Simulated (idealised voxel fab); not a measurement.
The process module presented herein is designated voxel wiring stack.
Section cut is 195 nm wide and gridded with 5 nm square cells.
We lay out every cross-section as a grid of square cells and spell it out in bands from the top down, where one band means one or more rows of cells. Band entry format. Leading values: height of top, height of bottom, nm. Remainder: materials in left-to-right order, each with its width in nm. Special words: "full width" on a single material, which then fills the band edge to edge; "empty", empty space. Zero point of the height axis is 0; under it, received wafer = one material. Lowest band: continues down indefinitely, "from 0 down". A width such as "30->40" changes by the same amount from each row of cells to the next, from the band's top row to its bottom row. "nothing altered", as given for a step, is the statement that not any cell of the cross-section underwent a change during that step. Any empty space of 8 cells or more lacking an open way to the top shows up in "Catalogued sealed voids" as width x height at distance, distance from the left edge, in nm. What comes after the settings on a step's line is commentary from the simulator itself on that step. For masked steps, "overlay nm" on the step line gives how far right of plan the mask actually lay; a minus sign means it lay to the left.
-- Listed below are the process steps as planned
1,RECEIVE,material Si
2,CONFORMAL_DEP,material SiO2,thk nm 10
3,DIRECTIONAL_DEP,material TiN,thk nm 5
4,DIRECTIONAL_DEP,material Ru,thk nm 20
5,PATTERN,tone cover,mask id METAL_1,material resist,width nm 30,pitch nm 45,thk nm 15,overlay nm 0
6,DIRECTIONAL_ETCH,etch materials Ru,depth nm 20
7,DIRECTIONAL_ETCH,etch materials TiN,depth nm 5
8,STRIP,etch materials resist
9,FILL_DEP,material lowk,thk nm 10
10,CMP,height nm 35
11,CONFORMAL_DEP,material SiCN,thk nm 5
12,DIRECTIONAL_DEP,material lowk,thk nm 20
13,DIRECTIONAL_DEP,material aC,thk nm 15
14,PATTERN,tone open,mask id PLUG_1,material resist,width nm 15,pitch nm 45,thk nm 35,overlay nm 0
15,DIRECTIONAL_ETCH,etch materials aC,depth nm 15
16,STRIP,etch materials resist
17,DIRECTIONAL_ETCH,etch materials lowk,depth nm 20
18,DIRECTIONAL_ETCH,etch materials SiCN,depth nm 5
19,STRIP,etch materials aC
20,CONFORMAL_DEP,material TiN,thk nm 5
21,FILL_DEP,material Ru,thk nm 10
22,CMP,height nm 60
23,DIRECTIONAL_DEP,material TiN,thk nm 5
24,DIRECTIONAL_DEP,material W,thk nm 15
25,PATTERN,tone cover,mask id METAL_2,material resist,width nm 30,pitch nm 45,thk nm 15,overlay nm 0
26,DIRECTIONAL_ETCH,etch materials W,depth nm 15
27,DIRECTIONAL_ETCH,etch materials TiN,depth nm 5
28,STRIP,etch materials resist
29,FILL_DEP,material lowk,thk nm 10
30,CMP,height nm 80
31,CONFORMAL_DEP,material SiCN,thk nm 5
32,DIRECTIONAL_DEP,material SiO2,thk nm 35
33,DIRECTIONAL_DEP,material aC,thk nm 10
34,PATTERN,tone open,mask id METAL_3,material resist,width nm 20,pitch nm 45,thk nm 30,overlay nm 0
35,DIRECTIONAL_ETCH,etch materials aC,depth nm 10
36,STRIP,etch materials resist
37,DIRECTIONAL_ETCH,etch materials SiO2,depth nm 20
38,STRIP,etch materials aC
39,DIRECTIONAL_DEP,material aC,thk nm 15
40,PATTERN,tone open,mask id METAL_3_HOLES,material resist,width nm 15,pitch nm 90,thk nm 30,overlay nm 0
41,DIRECTIONAL_ETCH,etch materials aC,depth nm 15
42,STRIP,etch materials resist
43,DIRECTIONAL_ETCH,etch materials SiO2,depth nm 15
44,DIRECTIONAL_ETCH,etch materials SiCN,depth nm 5
45,STRIP,etch materials aC
46,CONFORMAL_DEP,material TiN,thk nm 5
47,FILL_DEP,material Ru,thk nm 5
48,CMP,height nm 120
49,CONFORMAL_DEP,material SiCN,thk nm 5
For this document, wafers share an identical start and vary in the step 34 width nm; the plan quotes the first wafer's value.
-- As-received cross-section, first of several wafers, post step 1
  from 0 down = Si full width
  Catalogued sealed voids: none
-- Rows = wafers. At module end, each row lists per material the cells gained (+) or lost (-) since the wafer was received, then the closed voids
width nm 20, +140 Ru, +101 SiCN, +269 SiO2, +150 TiN, +72 W, +243 lowk, Catalogued sealed voids: none
width nm 25, +152 Ru, +101 SiCN, +253 SiO2, +154 TiN, +72 W, +243 lowk, Catalogued sealed voids: none
width nm 30, +168 Ru, +99 SiCN, +237 SiO2, +156 TiN, +72 W, +243 lowk, Catalogued sealed voids: none
